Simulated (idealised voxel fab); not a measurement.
You're looking at the process module voxel released beams.
In the cross-section labelled cut, the width is 275 nm and each square cell is 5 nm.
Format of a cross-section: grid, square cells. Given as bands. Order: top down. Band: one or more rows of cells.
Band entry format. Leading values: height of top, height of bottom, nm. Remainder: materials in left-to-right order, each with its width in nm. Special words: "everywhere" on a single material, which then fills the band edge to edge; "empty", empty space.
Heights are measured from 0, the level below which the as-received wafer is all one material; the lowest band has no bottom and continues downward, written as in "0 nm and below".
So if you see something like "30 to 40" for the width, read it as the top row of the band sitting at the first number and the bottom row at the second, with every row in between moving by the same amount as the last.
"same as before" (step): cross-section cells unchanged, all of them.
In the "Cavities, sealed" entry, you get each enclosed empty space of 8 cells or more, one with no open way to the top, written width x height at distance, distance from the left edge, in nm.
Formally, on a step line, whatever follows the settings is a remark that the simulator itself makes on the step.
"overlay nm" on a masked step: distance the mask lay right of its planned place, negative for left.

PROCESS STEPS FORESEEN IN THE PLAN
1,RECEIVE (material Si)
2,CONFORMAL_DEP (material SiN; thk nm 5)
3,DIRECTIONAL_DEP (material SiO2; thk nm 20)
4,MASKED_ETCH (tone open; mask id ANCHOR; width nm 35; etch materials SiO2; depth nm 20; overlay nm 0)
5,CONFORMAL_DEP (material TiN; thk nm 10)
6,MASKED_ETCH (tone cover; mask id BEAM; width nm 85; etch materials TiN; depth nm 10; overlay nm 0)
7,STRIP (etch materials SiO2)

CONCERNING THE FIRST OF TWO WAFERS, WHICH WAS RUN IN ACCORDANCE WITH THE PLAN

AS-RECEIVED STATE OF THE WAFER IN CROSS-SECTION, EQUIVALENT TO POST-STEP 1
  0 nm and below  Si everywhere
  Cavities, sealed: none

SECTIONAL VIEW: WAFER, AFTER STEP 2
  5 nm to 0 nm  SiN everywhere
  Under the height 0 nothing was changed.

SECTIONAL VIEW: WAFER, AFTER STEP 3
  25 nm to 5 nm  SiO2 everywhere
  Under the height 5 nothing was changed.

SECTIONAL VIEW: WAFER, AFTER STEP 4
  25 nm to 5 nm  SiO2 95 / empty 35 / SiO2 145
  Under the height 5 nothing was changed.

SECTIONAL VIEW: WAFER, AFTER STEP 5
  35 nm to 25 nm  TiN 105 / empty 15 / TiN 155
  25 nm to 15 nm  SiO2 95 / TiN 10 / empty 15 / TiN 10 / SiO2 145
  15 nm to 5 nm  SiO2 95 / TiN 35 / SiO2 145
  Under the height 5 nothing was changed.

SECTIONAL VIEW: WAFER, AFTER STEP 6
  35 nm to 25 nm  empty 90 / TiN 15 / empty 15 / TiN 55 / empty 100
  Under the height 25 nothing was changed.

SECTIONAL VIEW: WAFER, AFTER STEP 7
  35 nm to 25 nm  empty 90 / TiN 15 / empty 15 / TiN 55 / empty 100
  25 nm to 15 nm  empty 95 / TiN 10 / empty 15 / TiN 10 / empty 145
  15 nm to 5 nm  empty 95 / TiN 35 / empty 145
  Under the height 5 nothing was changed.

THE SECOND WAFER: COMMON ORIGIN AND PLAN, ONE MISTAKE IN EXECUTION, IDENTICAL TO THE FIRST THROUGH STEP 3

SECOND WAFER, SECTIONED VIEW, AT STEP 4'S PLANNED END TIME
  25 nm to 5 nm  SiO2 100 / empty 30 / SiO2 145
  Under the height 5 nothing was changed.

SECOND WAFER, SECTIONED VIEW, AT STEP 5'S PLANNED END TIME
  35 nm to 25 nm  TiN 110 / empty 10 / TiN 155
  25 nm to 15 nm  SiO2 100 / TiN 10 / empty 10 / TiN 10 / SiO2 145
  15 nm to 5 nm  SiO2 100 / TiN 30 / SiO2 145
  Under the height 5 nothing was changed.

SECOND WAFER, SECTIONED VIEW, AT STEP 6'S PLANNED END TIME
  35 nm to 25 nm  empty 90 / TiN 20 / empty 10 / TiN 55 / empty 100
  Under the height 25 nothing was changed.

SECOND WAFER, SECTIONED VIEW, AT STEP 7'S PLANNED END TIME
  35 nm to 25 nm  empty 90 / TiN 20 / empty 10 / TiN 55 / empty 100
  25 nm to 15 nm  empty 100 / TiN 10 / empty 10 / TiN 10 / empty 145
  15 nm to 5 nm  empty 100 / TiN 30 / empty 145
  Under the height 5 nothing was changed.
what went wrong: step 4 was processed under conditions differing from the plan, specifically as MASKED_ETCH (tone open; mask id ANCHOR; width nm 30; etch materials SiO2; depth nm 20; overlay nm 0)
Tallied in cells, the final second wafer holds each material in the same quantity as the first, although not at the same places.
